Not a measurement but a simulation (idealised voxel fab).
Proc. module: voxel capacitor over wiring
The cross-section on display is named cut; it measures 200 nm wide, and its cells are 5 nm squares.
Just so we're on the same page, the cross-sections are grids of square cells, and they're listed out in bands top to bottom, each band one or more rows deep. This entry defines a band. It first specifies the height of the band's top and the height of its bottom in nm, and then specifies the band's materials from left to right, stating each material with its width in nm. The word "all across" identifies a single material that fills the band from edge to edge, while the word "air" identifies empty space. Heights are measured from 0, the level below which the as-received wafer is all one material; the lowest band has no bottom and continues downward, written as in "from 0 down". Think of "30 to 40" as a width that walks from the first number to the second as you go down the band, top row to bottom row, taking equal-sized steps from row to row. "no change occurred" -> step changed no cross-section cell. The label "Sealed-off cavities" introduces a list of the empty spaces, 8 cells or larger, that have no open way up to the top; each entry in it reads width x height at distance, where the distance is taken from the left edge and all three are stated in nm. It should be noted that, on the line of a given step, the content following the step's settings is a remark produced by the simulator itself with respect to that step. A step's line can hold "overlay nm"; with a mask on that step, the setting says how far right of the planned place the mask lay, while a negative setting says it lay to the left.

## Process steps (planned)
| 1 | RECEIVE | material Si |
| 2 | CONFORMAL_DEP | material SiO2 | thk nm 15 |
| 3 | DIRECTIONAL_DEP | material TiN | thk nm 5 |
| 4 | DIRECTIONAL_DEP | material Ru | thk nm 15 |
| 5 | MASKED_ETCH | tone cover | mask id METAL_1 | width nm 25 | pitch nm 85 | etch materials Ru | depth nm 15 | overlay nm 0 |
| 6 | MASKED_ETCH | tone cover | mask id METAL_1 | width nm 25 | pitch nm 85 | etch materials TiN | depth nm 5 | overlay nm 0 |
| 7 | FILL_DEP | material lowk | thk nm 10 |
| 8 | CMP | height nm 35 |
| 9 | CONFORMAL_DEP | material SiCN | thk nm 5 |
| 10 | DIRECTIONAL_DEP | material lowk | thk nm 20 |
| 11 | MASKED_ETCH | tone open | mask id PLUG_1 | width nm 15 | etch materials lowk | depth nm 20 | overlay nm 0 |
| 12 | MASKED_ETCH | tone open | mask id PLUG_1 | width nm 15 | etch materials SiCN | depth nm 5 | overlay nm 0 |
| 13 | EPI | material Ru | thk nm 10 |
| 14 | EPI | material Ru | thk nm 10 |
| 15 | EPI | material Ru | thk nm 5 |
| 16 | DIRECTIONAL_DEP | material TiN | thk nm 10 |
| 17 | DIRECTIONAL_DEP | material Al2O3 | thk nm 5 |
| 18 | DIRECTIONAL_DEP | material TiN | thk nm 5 |
| 19 | PATTERN | tone cover | mask id UPPER_PLATE | material resist | width nm 65 | thk nm 15 | overlay nm 0 |
| 20 | DIRECTIONAL_ETCH | etch materials TiN | depth nm 5 |
| 21 | DIRECTIONAL_ETCH | etch materials Al2O3 | depth nm 5 |
| 22 | STRIP | etch materials resist |
| 23 | PATTERN | tone cover | mask id LOWER_PLATE | material resist | width nm 75 | thk nm 20 | overlay nm 0 |
| 24 | DIRECTIONAL_ETCH | etch materials TiN | depth nm 10 |
| 25 | STRIP | etch materials resist |
| 26 | FILL_DEP | material SiO2 | thk nm 15 |
| 27 | CMP | height nm 90 |
| 28 | DIRECTIONAL_DEP | material aC | thk nm 15 |
| 29 | PATTERN | tone open | mask id PLUG_2 | material resist | width nm 15 | thk nm 30 | overlay nm 0 |
| 30 | DIRECTIONAL_ETCH | etch materials aC | depth nm 15 |
| 31 | STRIP | etch materials resist |
| 32 | DIRECTIONAL_ETCH | etch materials SiO2 | depth nm 10 |
| 33 | STRIP | etch materials aC |
| 34 | CONFORMAL_DEP | material TiN | thk nm 5 |
| 35 | FILL_DEP | material W | thk nm 10 |
| 36 | CMP | height nm 90 |
| 37 | CONFORMAL_DEP | material SiCN | thk nm 5 |

## Cross-section of the wafer upon arrival, representing the state reached after step 1
  from 0 down  Si all across
  Sealed-off cavities: none

## First wafer of two, sectioned at end of module; run went per plan
  from 95 to 90  SiCN all across
  from 90 to 85  65 SiO2 | 5 TiN | 5 W | 5 TiN | 120 SiO2
  from 85 to 75  65 to 55 SiO2 | 15 to 65 TiN | 120 to 80 SiO2
  from 75 to 70  55 SiO2 | 65 Al2O3 | 80 SiO2
  from 70 to 60  50 SiO2 | 75 TiN | 75 SiO2
  from 60 to 40  55 lowk | 15 Ru | 130 lowk
  from 40 to 35  55 SiCN | 15 Ru | 130 SiCN
  from 35 to 20  45 lowk | 25 Ru | 60 lowk | 25 Ru | 45 lowk
  from 20 to 15  45 lowk | 25 TiN | 60 lowk | 25 TiN | 45 lowk
  from 15 to 0  SiO2 all across
  from 0 down  Si all across
  Sealed-off cavities: none

## Second wafer through the module, sectioned at the end: same beginning and same plan as the first wafer, with one mistake in carrying it out
  from 95 to 90  SiCN all across
  from 90 to 80  50 SiO2 | 5 TiN | 10 SiO2 | 60 TiN | 75 SiO2
  from 80 to 75  55 lowk | 15 TiN | 130 lowk
  from 75 to 70  55 lowk | 15 Al2O3 | 130 lowk
  from 70 to 60  55 lowk | 15 TiN | 130 lowk
  from 60 to 40  lowk all across
  from 40 to 35  SiCN all across
  from 35 to 20  45 lowk | 25 Ru | 60 lowk | 25 Ru | 45 lowk
  from 20 to 15  45 lowk | 25 TiN | 60 lowk | 25 TiN | 45 lowk
  from 15 to 0  SiO2 all across
  from 0 down  Si all across
  Sealed-off cavities: none
what went wrong: step 10 from the plan got run twice
Looking at both finished wafers in cells, the second ends up ahead of or behind the first on some materials: Al2O3 -10; Ru -15; SiCN +3; SiO2 -124; TiN -13; W -1; lowk +160
